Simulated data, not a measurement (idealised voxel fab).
This section sets out a process module, namely voxel tone inversion.
In the cross-section labelled cut, the width is 160 nm and each square cell is 5 nm.
This document writes a cross-section as a grid whose cells are square, and gives it as bands, listed from the top down; one or more rows of cells form a band. For a band, the entry starts with two heights in nm, that of the top and then that of the bottom, and carries on with the band's materials in order from left to right, each alongside its width in nm; the word "throughout" beside a single material means it fills the band edge to edge, and "blank" means empty space. Heights are expressed relative to 0, this being the level below which the as-received wafer comprises one material exclusively. The lowest band is unbounded in the downward direction and is denoted as in "top 0, no bottom". Width "30 to 40": first value at the band's top row of cells, second value at its bottom row, equal change from row to row. Take "nothing altered" at face value: in the step it is given for, the cross-section changed in none of its cells. Listed in "Sealed void inventory": every empty space of 8 or more cells without an open way to the top. Form: width x height at distance, the distance being from the left edge, all in nm. It should be noted that, on the line of a given step, the content following the step's settings is a remark produced by the simulator itself with respect to that step. When a step includes a mask, the "overlay nm" setting on its line states how far to the right of its planned place that mask lay, and negative values state how far to the left.
## Process steps - plan
step 1: RECEIVE [material Si]
step 2: CONFORMAL_DEP [material SiCN] [thk nm 5]
step 3: DIRECTIONAL_DEP [material polySi] [thk nm 25]
step 4: PATTERN [tone cover] [mask id POSTS] [material resist] [width nm 25] [pitch nm 50] [thk nm 35] [overlay nm 0]
step 5: DIRECTIONAL_ETCH [etch materials polySi] [depth nm 25]
step 6: STRIP [etch materials resist]
step 7: FILL_DEP [material SiO2] [thk nm 10]
step 8: CMP [height nm 30]
step 9: STRIP [etch materials polySi]
## Received-state cross-section, reflecting completion of step 1
	top 0, no bottom = Si throughout
	Sealed void inventory: none
## The cross-section shown corresponds to the wafer at the conclusion of the module. The initial structure and the process plan are those presented above; however, one mistake occurred in executing the plan
	top 30, bottom 5 = 40 of blank / 25 of SiO2 / 25 of blank / 25 of SiO2 / 45 of blank
	top 5, bottom 0 = SiCN throughout
	top 0, no bottom = Si throughout
	Sealed void inventory: none
Processing error: step 4 did not use the planned setting and instead ran as PATTERN [tone open] [mask id POSTS] [material resist] [width nm 25] [pitch nm 50] [thk nm 35] [overlay nm 0]
